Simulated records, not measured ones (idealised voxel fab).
The document below concerns the process module designated voxel wiring stack.
cross-section cut | 140 nm wide | cells 5 nm
Cross-section spec: square-cell grid; bands listed top down; each band is one or more rows.
The entry gives the band's vertical extent as a top height and a bottom height in nm, then its horizontal make-up as materials from left to right, each with a width in nm. "air" stands for empty space; a single material marked "everywhere" fills the band edge to edge.
Note: height 0 marks the level under which the wafer is uniformly one material as received. Lowest band unbounded below, written "0 and below".
The notation "30 to 40" denotes a width that varies across the rows of cells in the band, beginning at the first number in the top row, finishing at the second number in the bottom row, and changing by an identical amount from each row to the next.
Step marked "no change occurred"? Then no cell in the cross-section changed in it.
You'll see "Trapped cavities" listing empty spaces that have no way open to the top, as long as they're 8 cells or more; the notation is width x height at distance, where the distance is from the left edge, and all of it is in nm.
Formally, on a step line, whatever follows the settings is a remark that the simulator itself makes on the step.
On any step carrying a mask, the "overlay nm" setting, if present on the step's line, tells how far right of its planned place the mask lay; negative values point to the left.

**The following list gives the planned process steps**
1,RECEIVE [material Si]
2,CONFORMAL_DEP [material SiO2] [thk nm 10]
3,CONFORMAL_DEP [material SiCN] [thk nm 5]
4,DIRECTIONAL_DEP [material SiO2] [thk nm 25]
5,MASKED_ETCH [tone open] [mask id METAL_1] [width nm 20] [pitch nm 35] [etch materials SiO2] [depth nm 25] [overlay nm 0]
6,MASKED_ETCH [tone open] [mask id METAL_1] [width nm 20] [pitch nm 35] [etch materials SiCN] [depth nm 5] [overlay nm 0]
7,CONFORMAL_DEP [material TiN] [thk nm 5]
8,FILL_DEP [material W] [thk nm 10]
9,CMP [height nm 40]
10,EPI [material Ru] [thk nm 5]
11,FILL_DEP [material SiCN] [thk nm 5]
12,DIRECTIONAL_DEP [material lowk] [thk nm 10]
13,PATTERN [tone open] [mask id PLUG_1] [material resist] [width nm 15] [pitch nm 70] [thk nm 20] [overlay nm 0]
14,DIRECTIONAL_ETCH [etch materials lowk] [depth nm 10]
15,DIRECTIONAL_ETCH [etch materials SiCN] [depth nm 5]
16,STRIP [etch materials resist]
17,CONFORMAL_DEP [material TiN] [thk nm 5]
18,FILL_DEP [material W] [thk nm 5]
19,CMP [height nm 60]
20,DIRECTIONAL_DEP [material TiN] [thk nm 5]
21,DIRECTIONAL_DEP [material Ru] [thk nm 20]
22,MASKED_ETCH [tone cover] [mask id METAL_2] [width nm 20] [pitch nm 35] [etch materials Ru] [depth nm 20] [overlay nm 0]
23,MASKED_ETCH [tone cover] [mask id METAL_2] [width nm 20] [pitch nm 35] [etch materials TiN] [depth nm 5] [overlay nm 0]
24,CONFORMAL_DEP [material SiN] [thk nm 5]
25,FILL_DEP [material lowk] [thk nm 10]
26,CMP [height nm 85]
27,CONFORMAL_DEP [material SiCN] [thk nm 5]
28,DIRECTIONAL_DEP [material SiO2] [thk nm 35]
29,PATTERN [tone open] [mask id METAL_3] [material resist] [width nm 20] [pitch nm 35] [thk nm 15] [overlay nm 0]
30,DIRECTIONAL_ETCH [etch materials SiO2] [depth nm 20]
31,STRIP [etch materials resist]
32,PATTERN [tone open] [mask id METAL_3_HOLES] [material resist] [width nm 15] [pitch nm 35] [thk nm 15] [overlay nm 0]
33,DIRECTIONAL_ETCH [etch materials SiO2] [depth nm 15]
34,DIRECTIONAL_ETCH [etch materials SiCN] [depth nm 5]
35,STRIP [etch materials resist]
36,CONFORMAL_DEP [material TiN] [thk nm 5]
37,FILL_DEP [material Cu] [thk nm 10]
38,CMP [height nm 125]
39,CONFORMAL_DEP [material SiN] [thk nm 5]

**Cross-section of the wafer at receipt, which is the condition after step 1**
> 0 and below  Si everywhere
> Trapped cavities: none

**Cross-sectional image of the first of two wafers at the end of the module, the run having proceeded as planned**
> 130 down to 125  SiN everywhere
> 125 down to 110  SiO2=25, TiN=5, Cu=10, TiN=5, SiO2=15, TiN=5, Cu=10, TiN=5, SiO2=15, TiN=5, Cu=10, TiN=5, SiO2=25
> 110 down to 105  SiO2=25, TiN=5, Cu=5, TiN=10, SiO2=15, TiN=5, Cu=5, TiN=10, SiO2=15, TiN=5, Cu=5, TiN=10, SiO2=25
> 105 down to 90  SiO2=25, TiN=5, Cu=5, TiN=5, SiO2=20, TiN=5, Cu=5, TiN=5, SiO2=20, TiN=5, Cu=5, TiN=5, SiO2=30
> 90 down to 85  SiCN=25, TiN=15, SiCN=20, TiN=15, SiCN=20, TiN=15, SiCN=30
> 85 down to 65  lowk=20, SiN=5, Ru=20, SiN=5, lowk=5, SiN=5, Ru=20, SiN=5, lowk=5, SiN=5, Ru=20, SiN=5, lowk=20
> 65 down to 60  SiN=25, TiN=20, SiN=15, TiN=20, SiN=15, TiN=20, SiN=25
> 60 down to 50  lowk=25, TiN=5, W=5, TiN=5, lowk=55, TiN=5, W=5, TiN=5, lowk=30
> 50 down to 45  SiCN=25, TiN=15, SiCN=55, TiN=15, SiCN=30
> 45 down to 40  SiCN=20, Ru=30, SiCN=5, Ru=30, SiCN=5, Ru=30, SiCN=20
> 40 down to 15  SiO2=25, TiN=5, W=10, TiN=5, SiO2=15, TiN=5, W=10, TiN=5, SiO2=15, TiN=5, W=10, TiN=5, SiO2=25
> 15 down to 10  SiCN=25, TiN=20, SiCN=15, TiN=20, SiCN=15, TiN=20, SiCN=25
> 10 down to 0  SiO2 everywhere
> 0 and below  Si everywhere
> Trapped cavities: none

**Second of two wafers, module complete, sectioned: it shares the first wafer's start and plan but was run with one mistake**
> 145 down to 140  SiN everywhere
> 140 down to 130  Cu everywhere
> 130 down to 125  TiN=30, Cu=10, TiN=25, Cu=10, TiN=25, Cu=10, TiN=30
> 125 down to 110  SiO2=25, TiN=5, Cu=10, TiN=5, SiO2=15, TiN=5, Cu=10, TiN=5, SiO2=15, TiN=5, Cu=10, TiN=5, SiO2=25
> 110 down to 105  SiO2=25, TiN=5, Cu=5, TiN=10, SiO2=15, TiN=5, Cu=5, TiN=10, SiO2=15, TiN=5, Cu=5, TiN=10, SiO2=25
> 105 down to 90  SiO2=25, TiN=5, Cu=5, TiN=5, SiO2=20, TiN=5, Cu=5, TiN=5, SiO2=20, TiN=5, Cu=5, TiN=5, SiO2=30
> 90 down to 85  SiCN=25, TiN=15, SiCN=20, TiN=15, SiCN=20, TiN=15, SiCN=30
> 85 down to 65  lowk=20, SiN=5, Ru=20, SiN=5, lowk=5, SiN=5, Ru=20, SiN=5, lowk=5, SiN=5, Ru=20, SiN=5, lowk=20
> 65 down to 60  SiN=25, TiN=20, SiN=15, TiN=20, SiN=15, TiN=20, SiN=25
> 60 down to 50  lowk=25, TiN=5, W=5, TiN=5, lowk=55, TiN=5, W=5, TiN=5, lowk=30
> 50 down to 45  SiCN=25, TiN=15, SiCN=55, TiN=15, SiCN=30
> 45 down to 40  SiCN=20, Ru=30, SiCN=5, Ru=30, SiCN=5, Ru=30, SiCN=20
> 40 down to 15  SiO2=25, TiN=5, W=10, TiN=5, SiO2=15, TiN=5, W=10, TiN=5, SiO2=15, TiN=5, W=10, TiN=5, SiO2=25
> 15 down to 10  SiCN=25, TiN=20, SiCN=15, TiN=20, SiCN=15, TiN=20, SiCN=25
> 10 down to 0  SiO2 everywhere
> 0 and below  Si everywhere
> Trapped cavities: none
The plan and the run diverged here: plan step 38: skipped, not run
Once processing is complete, comparing cell counts shows that the second wafer has more or fewer of certain materials than the first: +62 Cu, +22 TiN
